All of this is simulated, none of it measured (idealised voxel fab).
The process module presented herein is designated voxel capacitor over wiring.
We display cut, a cross-section 180 nm in width whose square cells are each 5 nm.
Think of the cross-section as a grid of square cells. We describe it in bands, top to bottom, and each band covers one or more rows of those cells. Heights first: top, then bottom, in nm. Then materials, left to right, each with a width in nm. "everywhere" on a single material: fills the band edge to edge. "empty": empty space. The level at which height equals 0 is the one under which the wafer, as it arrives, is entirely one material. No lower edge exists for the bottom band, which continues downward and is notated as in "0 and below". Top row gets the first number, bottom row gets the second, and each row in between changes by the same step: that is how a band width like "30->40" works. No cell of the cross-section changed in a step that is given as "remains unaltered". Fully enclosed voids: empty space of 8 cells or more with no open way to the top, each as width x height at its distance from the left edge, in nm. That trailing text on a step's line, after the settings, is the simulator's own remark on the step. overlay nm: on a step with a mask, how far right of its planned place the mask lay; negative means left.
Planned process steps
| 1 | RECEIVE (material Si) |
| 2 | CONFORMAL_DEP (material SiO2; thk nm 15) |
| 3 | CONFORMAL_DEP (material SiCN; thk nm 5) |
| 4 | DIRECTIONAL_DEP (material SiO2; thk nm 25) |
| 5 | MASKED_ETCH (tone open; mask id METAL_1; width nm 25; pitch nm 75; etch materials SiO2; depth nm 25; overlay nm 0) |
| 6 | MASKED_ETCH (tone open; mask id METAL_1; width nm 25; pitch nm 75; etch materials SiCN; depth nm 5; overlay nm 0) |
| 7 | CONFORMAL_DEP (material TiN; thk nm 5) |
| 8 | FILL_DEP (material W; thk nm 10) |
| 9 | CMP (height nm 45) |
| 10 | CONFORMAL_DEP (material SiCN; thk nm 5) |
| 11 | DIRECTIONAL_DEP (material SiO2; thk nm 20) |
| 12 | MASKED_ETCH (tone open; mask id PLUG_1; width nm 15; etch materials SiO2; depth nm 20; overlay nm 0) |
| 13 | MASKED_ETCH (tone open; mask id PLUG_1; width nm 15; etch materials SiCN; depth nm 5; overlay nm 0) |
| 14 | EPI (material Ru; thk nm 10) |
| 15 | EPI (material Ru; thk nm 10) |
| 16 | EPI (material Ru; thk nm 5) |
| 17 | DIRECTIONAL_DEP (material TiN; thk nm 10) |
| 18 | DIRECTIONAL_DEP (material SiN; thk nm 5) |
| 19 | DIRECTIONAL_DEP (material TiN; thk nm 10) |
| 20 | MASKED_ETCH (tone cover; mask id UPPER_PLATE; width nm 55; etch materials TiN; depth nm 10; overlay nm 0) |
| 21 | MASKED_ETCH (tone cover; mask id UPPER_PLATE; width nm 55; etch materials SiN; depth nm 5; overlay nm 0) |
| 22 | PATTERN (tone cover; mask id LOWER_PLATE; material resist; width nm 65; thk nm 20; overlay nm 0) |
| 23 | DIRECTIONAL_ETCH (etch materials TiN; depth nm 10) |
| 24 | STRIP (etch materials resist) |
| 25 | FILL_DEP (material SiO2; thk nm 15) |
| 26 | CMP (height nm 105) |
| 27 | MASKED_ETCH (tone open; mask id PLUG_2; width nm 15; etch materials SiO2; depth nm 10; overlay nm 0) |
| 28 | CONFORMAL_DEP (material TiN; thk nm 5) |
| 29 | FILL_DEP (material Cu; thk nm 10) |
| 30 | CMP (height nm 105) |
| 31 | CONFORMAL_DEP (material SiN; thk nm 5) |
First wafer out of two, processed as planned
This is the cross-section of the wafer as we received it, i.e. after step 1
  0 and below: Si everywhere
  Fully enclosed voids: none
The following cross-section depicts the wafer upon completion of step 2
  15 down to 0: SiO2 everywhere
  Below 0, the layers are the same as they were.
The following cross-section depicts the wafer upon completion of step 3
  20 down to 15: SiCN everywhere
  Below 15, the layers are the same as they were.
The following cross-section depicts the wafer upon completion of step 4
  45 down to 20: SiO2 everywhere
  Below 20, the layers are the same as they were.
The following cross-section depicts the wafer upon completion of step 5
  45 down to 20: 40 SiO2  25 empty  50 SiO2  25 empty  40 SiO2
  Below 20, the layers are the same as they were.
The following cross-section depicts the wafer upon completion of step 6
  45 down to 20: 40 SiO2  25 empty  50 SiO2  25 empty  40 SiO2
  20 down to 15: 40 SiCN  25 empty  50 SiCN  25 empty  40 SiCN
  Below 15, the layers are the same as they were.
The following cross-section depicts the wafer upon completion of step 7
  50 down to 45: 45 TiN  15 empty  60 TiN  15 empty  45 TiN
  45 down to 20: 40 SiO2  5 TiN  15 empty  5 TiN  50 SiO2  5 TiN  15 empty  5 TiN  40 SiO2
  20 down to 15: 40 SiCN  25 TiN  50 SiCN  25 TiN  40 SiCN
  Below 15, the layers are the same as they were.
The following cross-section depicts the wafer upon completion of step 8
  60 down to 50: W everywhere
  50 down to 45: 45 TiN  15 W  60 TiN  15 W  45 TiN
  45 down to 20: 40 SiO2  5 TiN  15 W  5 TiN  50 SiO2  5 TiN  15 W  5 TiN  40 SiO2
  Below 20, the layers are the same as they were.
The following cross-section depicts the wafer upon completion of step 9
  45 down to 20: 40 SiO2  5 TiN  15 W  5 TiN  50 SiO2  5 TiN  15 W  5 TiN  40 SiO2
  Below 20, the layers are the same as they were.
The following cross-section depicts the wafer upon completion of step 10
  50 down to 45: SiCN everywhere
  Below 45, the layers are the same as they were.
The following cross-section depicts the wafer upon completion of step 11
  70 down to 50: SiO2 everywhere
  Below 50, the layers are the same as they were.
The following cross-section depicts the wafer upon completion of step 12
  70 down to 50: 50 SiO2  15 empty  115 SiO2
  Below 50, the layers are the same as they were.
The following cross-section depicts the wafer upon completion of step 13
  70 down to 50: 50 SiO2  15 empty  115 SiO2
  50 down to 45: 50 SiCN  15 empty  115 SiCN
  Below 45, the layers are the same as they were.
The following cross-section depicts the wafer upon completion of step 14
  70 down to 55: 50 SiO2  15 empty  115 SiO2
  55 down to 50: 50 SiO2  15 Ru  115 SiO2
  50 down to 45: 50 SiCN  15 Ru  115 SiCN
  Below 45, the layers are the same as they were.
The following cross-section depicts the wafer upon completion of step 15
  70 down to 65: 50 SiO2  15 empty  115 SiO2
  65 down to 50: 50 SiO2  15 Ru  115 SiO2
  Below 50, the layers are the same as they were.
The following cross-section depicts the wafer upon completion of step 16
  70 down to 50: 50 SiO2  15 Ru  115 SiO2
  Below 50, the layers are the same as they were.
The following cross-section depicts the wafer upon completion of step 17
  80 down to 70: TiN everywhere
  Below 70, the layers are the same as they were.
The following cross-section depicts the wafer upon completion of step 18
  85 down to 80: SiN everywhere
  Below 80, the layers are the same as they were.
The following cross-section depicts the wafer upon completion of step 19
  95 down to 85: TiN everywhere
  Below 85, the layers are the same as they were.
The following cross-section depicts the wafer upon completion of step 20
  95 down to 85: 50 empty  55 TiN  75 empty
  Below 85, the layers are the same as they were.
The following cross-section depicts the wafer upon completion of step 21
  95 down to 85: 50 empty  55 TiN  75 empty
  85 down to 80: 50 empty  55 SiN  75 empty
  Below 80, the layers are the same as they were.
The following cross-section depicts the wafer upon completion of step 22
  115 down to 95: 45 empty  65 resist  70 empty
  95 down to 85: 45 empty  5 resist  55 TiN  5 resist  70 empty
  85 down to 80: 45 empty  5 resist  55 SiN  5 resist  70 empty
  Below 80, the layers are the same as they were.
The following cross-section depicts the wafer upon completion of step 23
  115 down to 95: 45 empty  65 resist  70 empty
  95 down to 85: 45 empty  5 resist  55 TiN  5 resist  70 empty
  85 down to 80: 45 empty  5 resist  55 SiN  5 resist  70 empty
  80 down to 70: 45 empty  65 TiN  70 empty
  Below 70, the layers are the same as they were.
The following cross-section depicts the wafer upon completion of step 24
  95 down to 85: 50 empty  55 TiN  75 empty
  85 down to 80: 50 empty  55 SiN  75 empty
  Below 80, the layers are the same as they were.
The following cross-section depicts the wafer upon completion of step 25
  110 down to 95: SiO2 everywhere
  95 down to 85: 50 SiO2  55 TiN  75 SiO2
  85 down to 80: 50 SiO2  55 SiN  75 SiO2
  80 down to 70: 45 SiO2  65 TiN  70 SiO2
  Below 70, the layers are the same as they were.
The following cross-section depicts the wafer upon completion of step 26
  105 down to 95: SiO2 everywhere
  Below 95, the layers are the same as they were.
The following cross-section depicts the wafer upon completion of step 27
  105 down to 95: 60 SiO2  15 empty  105 SiO2
  Below 95, the layers are the same as they were.
The following cross-section depicts the wafer upon completion of step 28
  110 down to 105: 65 TiN  5 empty  110 TiN
  105 down to 100: 60 SiO2  5 TiN  5 empty  5 TiN  105 SiO2
  100 down to 95: 60 SiO2  15 TiN  105 SiO2
  Below 95, the layers are the same as they were.
The following cross-section depicts the wafer upon completion of step 29
  120 down to 110: Cu everywhere
  110 down to 105: 65 TiN  5 Cu  110 TiN
  105 down to 100: 60 SiO2  5 TiN  5 Cu  5 TiN  105 SiO2
  Below 100, the layers are the same as they were.
The following cross-section depicts the wafer upon completion of step 30
  105 down to 100: 60 SiO2  5 TiN  5 Cu  5 TiN  105 SiO2
  Below 100, the layers are the same as they were.
The following cross-section depicts the wafer upon completion of step 31
  110 down to 105: SiN everywhere
  Below 105, the layers are the same as they were.
Here the second wafer is described. Its start and its plan were those of the first wafer. Its run contained one mistake. Up to and including step 8, it did exactly what the first wafer did
Second wafer cross-section, taken as of the time the plan sets for step 9 to be done: remains unaltered
Second wafer cross-section, taken as of the time the plan sets for step 10 to be done
  65 down to 60: SiCN everywhere
  Below 60, the layers are the same as they were.
Second wafer cross-section, taken as of the time the plan sets for step 11 to be done
  85 down to 65: SiO2 everywhere
  Below 65, the layers are the same as they were.
Second wafer cross-section, taken as of the time the plan sets for step 12 to be done
  85 down to 65: 50 SiO2  15 empty  115 SiO2
  Below 65, the layers are the same as they were.
Second wafer cross-section, taken as of the time the plan sets for step 13 to be done
  85 down to 65: 50 SiO2  15 empty  115 SiO2
  65 down to 60: 50 SiCN  15 empty  115 SiCN
  Below 60, the layers are the same as they were.
Second wafer cross-section, taken as of the time the plan sets for step 14 to be done
  85 down to 70: 50 SiO2  15 empty  115 SiO2
  70 down to 65: 50 SiO2  15 Ru  115 SiO2
  65 down to 60: 50 SiCN  15 Ru  115 SiCN
  Below 60, the layers are the same as they were.
Second wafer cross-section, taken as of the time the plan sets for step 15 to be done
  85 down to 80: 50 SiO2  15 empty  115 SiO2
  80 down to 65: 50 SiO2  15 Ru  115 SiO2
  Below 65, the layers are the same as they were.
Second wafer cross-section, taken as of the time the plan sets for step 16 to be done
  85 down to 65: 50 SiO2  15 Ru  115 SiO2
  Below 65, the layers are the same as they were.
Second wafer cross-section, taken as of the time the plan sets for step 17 to be done
  95 down to 85: TiN everywhere
  Below 85, the layers are the same as they were.
Second wafer cross-section, taken as of the time the plan sets for step 18 to be done
  100 down to 95: SiN everywhere
  Below 95, the layers are the same as they were.
Second wafer cross-section, taken as of the time the plan sets for step 19 to be done
  110 down to 100: TiN everywhere
  Below 100, the layers are the same as they were.
Second wafer cross-section, taken as of the time the plan sets for step 20 to be done
  110 down to 100: 50 empty  55 TiN  75 empty
  Below 100, the layers are the same as they were.
Second wafer cross-section, taken as of the time the plan sets for step 21 to be done
  110 down to 100: 50 empty  55 TiN  75 empty
  100 down to 95: 50 empty  55 SiN  75 empty
  Below 95, the layers are the same as they were.
Second wafer cross-section, taken as of the time the plan sets for step 22 to be done
  130 down to 110: 45 empty  65 resist  70 empty
  110 down to 100: 45 empty  5 resist  55 TiN  5 resist  70 empty
  100 down to 95: 45 empty  5 resist  55 SiN  5 resist  70 empty
  Below 95, the layers are the same as they were.
Second wafer cross-section, taken as of the time the plan sets for step 23 to be done
  130 down to 110: 45 empty  65 resist  70 empty
  110 down to 100: 45 empty  5 resist  55 TiN  5 resist  70 empty
  100 down to 95: 45 empty  5 resist  55 SiN  5 resist  70 empty
  95 down to 85: 45 empty  65 TiN  70 empty
  Below 85, the layers are the same as they were.
Second wafer cross-section, taken as of the time the plan sets for step 24 to be done
  110 down to 100: 50 empty  55 TiN  75 empty
  100 down to 95: 50 empty  55 SiN  75 empty
  Below 95, the layers are the same as they were.
Second wafer cross-section, taken as of the time the plan sets for step 25 to be done
  125 down to 110: SiO2 everywhere
  110 down to 100: 50 SiO2  55 TiN  75 SiO2
  100 down to 95: 50 SiO2  55 SiN  75 SiO2
  95 down to 85: 45 SiO2  65 TiN  70 SiO2
  Below 85, the layers are the same as they were.
Second wafer cross-section, taken as of the time the plan sets for step 26 to be done
  105 down to 100: 50 SiO2  55 TiN  75 SiO2
  Below 100, the layers are the same as they were.
Second wafer cross-section, taken as of the time the plan sets for step 27 to be done: remains unaltered
Second wafer cross-section, taken as of the time the plan sets for step 28 to be done
  110 down to 105: TiN everywhere
  Below 105, the layers are the same as they were.
Second wafer cross-section, taken as of the time the plan sets for step 29 to be done
  120 down to 110: Cu everywhere
  Below 110, the layers are the same as they were.
Second wafer cross-section, taken as of the time the plan sets for step 30 to be done
  105 down to 100: 50 SiO2  55 TiN  75 SiO2
  Below 100, the layers are the same as they were.
Second wafer cross-section, taken as of the time the plan sets for step 31 to be done
  110 down to 105: SiN everywhere
  Below 105, the layers are the same as they were.
Error vs. plan: no execution of plan step 9; skipped
The final cell counts differ between the wafers, with the second having more or fewer of some materials than the first: Cu: 1 fewer | SiO2: 91 fewer | TiN: 14 more | W: 78 more
